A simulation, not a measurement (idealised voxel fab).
process module | voxel ribs on slabs
cross-section cut | 260 nm wide | cells 5 nm
A cross-section is a grid of square cells, given in bands from the top down. A band is one or more rows of cells.
Each band's line starts with the height of the band's top and of its bottom, in nm. Then come its materials from left to right, each with its width in nm. One material with "throughout" fills the band from edge to edge. "air" is empty space.
Height 0 is the level under which the wafer as received is all one material. The lowest band goes on downwards, as in "0 down".
A width such as "30 to 40" changes by the same amount from each row of cells to the next, from the band's top row to its bottom row.
"no change" after a step means that no cell of the cross-section changed.
closed voids: empty space of 8 cells or more with no open way to the top, each as width x height at its distance from the left edge, in nm
after a step's settings: what the simulator itself notes on the step
overlay nm, on a step with a mask: how far to the right of its planned place the mask lay; to the left if negative
plan
1 op RECEIVE | material Si
2 op DIRECTIONAL_DEP | material SiO2 | thk nm 25
3 op DIRECTIONAL_DEP | material SiN | thk nm 20
4 op MASKED_ETCH | tone cover | mask id RIB | width nm 30 | etch materials SiN | depth nm 5 | overlay nm 0
5 op DIRECTIONAL_DEP | material aC | thk nm 10
6 op PATTERN | tone cover | mask id SLAB | material resist | width nm 80 | thk nm 25 | overlay nm 0
7 op DIRECTIONAL_ETCH | etch materials aC | depth nm 10
8 op STRIP | etch materials resist
9 op DIRECTIONAL_ETCH | etch materials SiN | depth nm 15
10 op STRIP | etch materials aC
11 op FILL_DEP | material SiO2 | thk nm 20
12 op CMP | height nm 55
13 op DIRECTIONAL_DEP | material W | thk nm 10
14 op MASKED_ETCH | tone cover | mask id HEATER | width nm 40 | etch materials W | depth nm 10 | overlay nm 0
15 op CONFORMAL_DEP | material SiN | thk nm 5
as received, after step 1
  0 down: Si throughout
  closed voids: none
first wafer at the end, as planned
  70 to 65: air 105 | SiN 50 | air 105
  65 to 60: air 105 | SiN 5 | W 40 | SiN 5 | air 105
  60 to 55: SiN 110 | W 40 | SiN 110
  55 to 45: SiO2 throughout
  45 to 40: SiO2 115 | SiN 30 | SiO2 115
  40 to 25: SiO2 90 | SiN 80 | SiO2 90
  25 to 0: SiO2 throughout
  0 down: Si throughout
  closed voids: none
second wafer at the end: like start, like plan, one mistake
  70 to 65: air 100 | SiN 50 | air 110
  65 to 60: air 100 | SiN 5 | W 40 | SiN 5 | air 110
  60 to 55: SiN 105 | W 40 | SiN 115
  55 to 45: SiO2 throughout
  45 to 40: SiO2 115 | SiN 30 | SiO2 115
  40 to 25: SiO2 90 | SiN 80 | SiO2 90
  25 to 0: SiO2 throughout
  0 down: Si throughout
  closed voids: none
what went wrong: step 14 ran as: op MASKED_ETCH | tone cover | mask id HEATER | width nm 40 | etch materials W | depth nm 10 | overlay nm -5
at the end the second wafer has, in cells: as many of each material as the first, in other places
